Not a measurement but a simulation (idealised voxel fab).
process module | voxel ribs on slabs
cross-section cut | 175 nm wide | cells 5 nm
A cross-section is a grid of square cells, given in bands from the top down. A band is one or more rows of cells.
Each band's line starts with the height of the band's top and of its bottom, in nm. Then come its materials from left to right, each with its width in nm. One material with "throughout" fills the band from edge to edge. "air" is empty space.
Height 0 is the level under which the wafer as received is all one material. The lowest band goes on downwards, as in "0 down".
A width such as "30 to 40" changes by the same amount from each row of cells to the next, from the band's top row to its bottom row.
"no change" after a step means that no cell of the cross-section changed.
closed voids: empty space of 8 cells or more with no open way to the top, each as width x height at its distance from the left edge, in nm
after a step's settings: what the simulator itself notes on the step
overlay nm, on a step with a mask: how far to the right of its planned place the mask lay; to the left if negative
plan
1 op RECEIVE | material Si
2 op DIRECTIONAL_DEP | material SiO2 | thk nm 20
3 op DIRECTIONAL_DEP | material polySi | thk nm 15
4 op DIRECTIONAL_DEP | material aC | thk nm 15
5 op PATTERN | tone cover | mask id RIB | material resist | width nm 30 | thk nm 35 | overlay nm 0
6 op DIRECTIONAL_ETCH | etch materials aC | depth nm 15
7 op STRIP | etch materials resist
8 op DIRECTIONAL_ETCH | etch materials polySi | depth nm 10
9 op STRIP | etch materials aC
10 op MASKED_ETCH | tone cover | mask id SLAB | width nm 70 | etch materials polySi | depth nm 5 | overlay nm 0
11 op FILL_DEP | material SiO2 | thk nm 20
12 op CMP | height nm 45
13 op DIRECTIONAL_DEP | material W | thk nm 10
14 op DIRECTIONAL_DEP | material aC | thk nm 15
15 op PATTERN | tone cover | mask id HEATER | material resist | width nm 40 | thk nm 35 | overlay nm 0
16 op DIRECTIONAL_ETCH | etch materials aC | depth nm 15
17 op STRIP | etch materials resist
18 op DIRECTIONAL_ETCH | etch materials W | depth nm 10
19 op STRIP | etch materials aC
20 op CONFORMAL_DEP | material SiO2 | thk nm 10
as received, after step 1
  0 down: Si throughout
  closed voids: none
a wafer at the end: this start, this plan, one mistake
  65 to 55: air 55 | SiO2 60 | air 60
  55 to 45: SiO2 65 | W 40 | SiO2 70
  45 to 40: SiO2 throughout
  40 to 35: SiO2 50 | polySi 70 | SiO2 55
  35 to 20: aC throughout
  20 to 0: SiO2 throughout
  0 down: Si throughout
  closed voids: none
what went wrong: steps 3 and 4 were swapped
